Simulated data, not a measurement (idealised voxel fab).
process module | voxel capacitor over wiring
cross-section cut | 195 nm wide | cells 5 nm
A cross-section is a grid of square cells, given in bands from the top down. A band is one or more rows of cells.
Each band's line starts with the height of the band's top and of its bottom, in nm. Then come its materials from left to right, each with its width in nm. One material with "throughout" fills the band from edge to edge. "air" is empty space.
Height 0 is the level under which the wafer as received is all one material. The lowest band goes on downwards, as in "0 down".
A width such as "30 to 40" changes by the same amount from each row of cells to the next, from the band's top row to its bottom row.
"no change" after a step means that no cell of the cross-section changed.
closed voids: empty space of 8 cells or more with no open way to the top, each as width x height at its distance from the left edge, in nm
after a step's settings: what the simulator itself notes on the step
overlay nm, on a step with a mask: how far to the right of its planned place the mask lay; to the left if negative
plan
1 op RECEIVE | material Si
2 op CONFORMAL_DEP | material SiO2 | thk nm 15
3 op CONFORMAL_DEP | material SiN | thk nm 5
4 op DIRECTIONAL_DEP | material SiO2 | thk nm 20
5 op DIRECTIONAL_DEP | material aC | thk nm 15
6 op PATTERN | tone open | mask id METAL_1 | material resist | width nm 25 | pitch nm 75 | thk nm 35 | overlay nm 0
7 op DIRECTIONAL_ETCH | etch materials aC | depth nm 15
8 op STRIP | etch materials resist
9 op DIRECTIONAL_ETCH | etch materials SiO2 | depth nm 20
10 op DIRECTIONAL_ETCH | etch materials SiN | depth nm 5
11 op STRIP | etch materials aC
12 op CONFORMAL_DEP | material TiN | thk nm 5
13 op FILL_DEP | material Ru | thk nm 5
14 op CMP | height nm 40
15 op CONFORMAL_DEP | material SiCN | thk nm 5
16 op DIRECTIONAL_DEP | material lowk | thk nm 10
17 op MASKED_ETCH | tone open | mask id PLUG_1 | width nm 15 | etch materials lowk | depth nm 10 | overlay nm 0
18 op MASKED_ETCH | tone open | mask id PLUG_1 | width nm 15 | etch materials SiCN | depth nm 5 | overlay nm 0
19 op EPI | material Ru | thk nm 10
20 op EPI | material Ru | thk nm 5
21 op DIRECTIONAL_DEP | material TiN | thk nm 10
22 op DIRECTIONAL_DEP | material HfO2 | thk nm 5
23 op DIRECTIONAL_DEP | material TiN | thk nm 10
24 op PATTERN | tone cover | mask id UPPER_PLATE | material resist | width nm 55 | thk nm 15 | overlay nm 0
25 op DIRECTIONAL_ETCH | etch materials TiN | depth nm 10
26 op DIRECTIONAL_ETCH | etch materials HfO2 | depth nm 5
27 op STRIP | etch materials resist
28 op PATTERN | tone cover | mask id LOWER_PLATE | material resist | width nm 65 | thk nm 15 | overlay nm 0
29 op DIRECTIONAL_ETCH | etch materials TiN | depth nm 10
30 op STRIP | etch materials resist
31 op FILL_DEP | material SiO2 | thk nm 20
32 op CMP | height nm 95
33 op PATTERN | tone open | mask id PLUG_2 | material resist | width nm 15 | thk nm 20 | overlay nm 0
34 op DIRECTIONAL_ETCH | etch materials SiO2 | depth nm 15
35 op STRIP | etch materials resist
36 op CONFORMAL_DEP | material TiN | thk nm 5
37 op FILL_DEP | material Ru | thk nm 5
38 op CMP | height nm 95
39 op CONFORMAL_DEP | material SiCN | thk nm 5
as received, after step 1
  0 down: Si throughout
  closed voids: none
first wafer at the end, as planned
  100 to 95: SiCN throughout
  95 to 85: SiO2 65 | TiN 5 | Ru 5 | TiN 5 | SiO2 115
  85 to 80: SiO2 65 | TiN 15 | SiO2 115
  80 to 70: SiO2 55 | TiN 55 | SiO2 85
  70 to 65: SiO2 55 | HfO2 55 | SiO2 85
  65 to 55: SiO2 50 | TiN 65 | SiO2 80
  55 to 45: lowk 55 | Ru 15 | lowk 125
  45 to 40: SiCN 55 | Ru 15 | SiCN 125
  40 to 20: SiO2 45 | TiN 5 | Ru 15 | TiN 5 | SiO2 50 | TiN 5 | Ru 15 | TiN 5 | SiO2 50
  20 to 15: SiN 45 | TiN 25 | SiN 50 | TiN 25 | SiN 50
  15 to 0: SiO2 throughout
  0 down: Si throughout
  closed voids: none
second wafer at the end: like start, like plan, one mistake
  100 to 95: SiCN throughout
  95 to 85: SiO2 65 | TiN 5 | Ru 5 | TiN 5 | SiO2 115
  85 to 80: SiO2 65 | TiN 15 | SiO2 115
  80 to 75: SiO2 throughout
  75 to 65: SiO2 55 | TiN 55 | SiO2 85
  65 to 55: SiO2 50 | TiN 65 | SiO2 80
  55 to 45: lowk 55 | Ru 15 | lowk 125
  45 to 40: SiCN 55 | Ru 15 | SiCN 125
  40 to 20: SiO2 45 | TiN 5 | Ru 15 | TiN 5 | SiO2 50 | TiN 5 | Ru 15 | TiN 5 | SiO2 50
  20 to 15: SiN 45 | TiN 25 | SiN 50 | TiN 25 | SiN 50
  15 to 0: SiO2 throughout
  0 down: Si throughout
  closed voids: none
what went wrong: step 22 was left out
at the end the second wafer has, in cells: 11 fewer of HfO2 | 11 more of SiO2
